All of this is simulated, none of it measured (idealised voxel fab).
Process module under the name voxel spacer lines
The cross-section shown here is cut; it is 290 nm wide and divided into square cells measuring 5 nm on a side.
Think of the cross-section as a grid of square cells. We describe it in bands, top to bottom, and each band covers one or more rows of those cells. What a band's entry tells you: where the top is and where the bottom is, as heights in nm, and after that what lies inside, material by material from left to right, each with its width in nm. Empty space is written as the word "air", and a single material marked with the word "everywhere" occupies the band from edge to edge. Note: height 0 marks the level under which the wafer is uniformly one material as received. Lowest band unbounded below, written "top 0, no bottom". So if you see something like "30 to 40" for the width, read it as the top row of the band sitting at the first number and the bottom row at the second, with every row in between moving by the same amount as the last. What does "changes: none" mean for a step? It means no cell of the cross-section changed in that step. "Closed cavities" enumerates empty spaces isolated from the top, with no open way to it, that contain at least 8 cells, giving each as width x height at distance from the left edge, all three in nm. after a step's settings: what the simulator itself notes on the step. Regarding "overlay nm": on a step with a mask, it is the distance the mask lay to the right of its planned place; a negative value places it to the left.

# Process steps (planned)
1. RECEIVE, material Si
2. CONFORMAL_DEP, material Al2O3, thk nm 10
3. DIRECTIONAL_DEP, material W, thk nm 10
4. DIRECTIONAL_DEP, material polySi, thk nm 30
5. PATTERN, tone cover, mask id MANDREL, material resist, width nm 20, pitch nm 60, thk nm 40, overlay nm 0
6. DIRECTIONAL_ETCH, etch materials polySi, depth nm 30
7. STRIP, etch materials resist
8. CONFORMAL_DEP, material SiN, thk nm 10
9. DIRECTIONAL_ETCH, etch materials SiN, depth nm 10
10. STRIP, etch materials polySi
11. DIRECTIONAL_ETCH, etch materials W, depth nm 10
12. STRIP, etch materials SiN

# First out of two wafers; run went to plan

# Cross-sectional view of the wafer in its as-received condition, corresponding to the state after step 1
  top 0, no bottom: Si everywhere
  Closed cavities: none

# Take a look at the wafer's cross-section after step 2
  top 10, bottom 0: Al2O3 everywhere
  Below 0, no change.

# Take a look at the wafer's cross-section after step 3
  top 20, bottom 10: W everywhere
  Below 10, no change.

# Take a look at the wafer's cross-section after step 4
  top 50, bottom 20: polySi everywhere
  Below 20, no change.

# Take a look at the wafer's cross-section after step 5
  top 90, bottom 50: air: 105  resist: 20  air: 40  resist: 20  air: 105
  Below 50, no change.

# Take a look at the wafer's cross-section after step 6
  top 90, bottom 50: air: 105  resist: 20  air: 40  resist: 20  air: 105
  top 50, bottom 20: air: 105  polySi: 20  air: 40  polySi: 20  air: 105
  Below 20, no change.

# Take a look at the wafer's cross-section after step 7
  top 50, bottom 20: air: 105  polySi: 20  air: 40  polySi: 20  air: 105
  Below 20, no change.

# Take a look at the wafer's cross-section after step 8
  top 60, bottom 50: air: 95  SiN: 40  air: 20  SiN: 40  air: 95
  top 50, bottom 30: air: 95  SiN: 10  polySi: 20  SiN: 10  air: 20  SiN: 10  polySi: 20  SiN: 10  air: 95
  top 30, bottom 20: SiN: 105  polySi: 20  SiN: 40  polySi: 20  SiN: 105
  Below 20, no change.

# Take a look at the wafer's cross-section after step 9
  top 50, bottom 20: air: 95  SiN: 10  polySi: 20  SiN: 10  air: 20  SiN: 10  polySi: 20  SiN: 10  air: 95
  Below 20, no change.

# Take a look at the wafer's cross-section after step 10
  top 50, bottom 20: air: 95  SiN: 10  air: 20  SiN: 10  air: 20  SiN: 10  air: 20  SiN: 10  air: 95
  Below 20, no change.

# Take a look at the wafer's cross-section after step 11
  top 50, bottom 20: air: 95  SiN: 10  air: 20  SiN: 10  air: 20  SiN: 10  air: 20  SiN: 10  air: 95
  top 20, bottom 10: air: 95  W: 10  air: 20  W: 10  air: 20  W: 10  air: 20  W: 10  air: 95
  Below 10, no change.

# Take a look at the wafer's cross-section after step 12
  top 20, bottom 10: air: 95  W: 10  air: 20  W: 10  air: 20  W: 10  air: 20  W: 10  air: 95
  Below 10, no change.

# Second wafer: same start and same plan as the first, one execution error; identical to the first through step 9

# Second wafer at the planned finish of step 10, seen in cross-section
  top 50, bottom 20: air: 95  SiN: 10  polySi: 20  SiN: 10  air: 20  SiN: 10  polySi: 20  SiN: 10  air: 95
  top 20, bottom 10: air: 95  W: 40  air: 20  W: 40  air: 95
  Below 10, no change.

# Second wafer at the planned finish of step 11, seen in cross-section
  top 50, bottom 20: air: 95  SiN: 10  air: 20  SiN: 10  air: 20  SiN: 10  air: 20  SiN: 10  air: 95
  Below 20, no change.

# Second wafer at the planned finish of step 12, seen in cross-section
  top 20, bottom 10: air: 95  W: 40  air: 20  W: 40  air: 95
  Below 10, no change.
Short version of what went wrong: plan steps 10 and 11 run swapped
Final tally in cells, some materials are higher or lower on the second wafer than on the first: W: 16 more
